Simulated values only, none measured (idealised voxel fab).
Presented below is a process module, voxel ribs on slabs.
Section shown: cut. Width: 160 nm. Cell size: 5 nm, square.
Think of the cross-section as a grid of square cells. We describe it in bands, top to bottom, and each band covers one or more rows of those cells.
Each band's line starts with the height of the band's top and of its bottom, in nm. Then come its materials from left to right, each with its width in nm. One material with "full width" fills the band from edge to edge. "air" is empty space.
A quick word on heights: they are counted from 0, and under that level the wafer as it came to us is one material throughout. The lowest band is different from the rest in having no bottom; it simply continues downward, written as in "top 0, no bottom".
Note: "30 to 40" means the width goes from the first number (top row of the band) to the second number (bottom row) in equal steps per row of cells.
Take "nothing got changed" at face value: in the step it is given for, the cross-section changed in none of its cells.
The list in "Sealed internal cavities" covers empty spaces of 8 cells or more that cannot reach the top through any open way, and it gives each as width x height at distance; the distance is from the left edge, and width, height and distance are in nm.
Heads up: the bit after the settings on a step's line is the simulator's remark on that step.
"overlay nm" answers the question of how far to the right of plan the mask lay on a step that has a mask, and when it is negative the answer is to the left.

# Process steps (planned)
1. RECEIVE: material Si
2. DIRECTIONAL_DEP: material SiO2, thk nm 20
3. DIRECTIONAL_DEP: material polySi, thk nm 25
4. DIRECTIONAL_DEP: material aC, thk nm 10
5. PATTERN: tone cover, mask id RIB, material resist, width nm 30, thk nm 25, overlay nm 0
6. DIRECTIONAL_ETCH: etch materials aC, depth nm 10
7. STRIP: etch materials resist
8. DIRECTIONAL_ETCH: etch materials polySi, depth nm 5
9. STRIP: etch materials aC
10. DIRECTIONAL_DEP: material aC, thk nm 15
11. PATTERN: tone cover, mask id SLAB, material resist, width nm 80, thk nm 35, overlay nm 0
12. DIRECTIONAL_ETCH: etch materials aC, depth nm 15
13. STRIP: etch materials resist
14. DIRECTIONAL_ETCH: etch materials polySi, depth nm 20
15. STRIP: etch materials aC
16. FILL_DEP: material SiO2, thk nm 20
17. CMP: height nm 60
18. DIRECTIONAL_DEP: material W, thk nm 10
19. DIRECTIONAL_DEP: material aC, thk nm 15
20. PATTERN: tone cover, mask id HEATER, material resist, width nm 40, thk nm 30, overlay nm 0
21. DIRECTIONAL_ETCH: etch materials aC, depth nm 15
22. STRIP: etch materials resist
23. DIRECTIONAL_ETCH: etch materials W, depth nm 10
24. STRIP: etch materials aC
25. CONFORMAL_DEP: material SiO2, thk nm 10

# Shown in cross-section is the wafer as received, that is, as it stands after step 1
  top 0, no bottom: Si full width
  Sealed internal cavities: none

# Starting wafer: above. Plan: above. Run: one mistake. Cross-section after the module: below
  top 80, bottom 70: 45 of air / 70 of SiO2 / 45 of air
  top 70, bottom 60: 55 of SiO2 / 50 of W / 55 of SiO2
  top 60, bottom 45: SiO2 full width
  top 45, bottom 40: 65 of SiO2 / 30 of polySi / 65 of SiO2
  top 40, bottom 20: 40 of SiO2 / 80 of polySi / 40 of SiO2
  top 20, bottom 0: SiO2 full width
  top 0, no bottom: Si full width
  Sealed internal cavities: none
In executing the process, a mistake was made relative to the plan: in deviation from the planned setting, step 20 was conducted as PATTERN: tone cover, mask id HEATER, material resist, width nm 50, thk nm 30, overlay nm 0
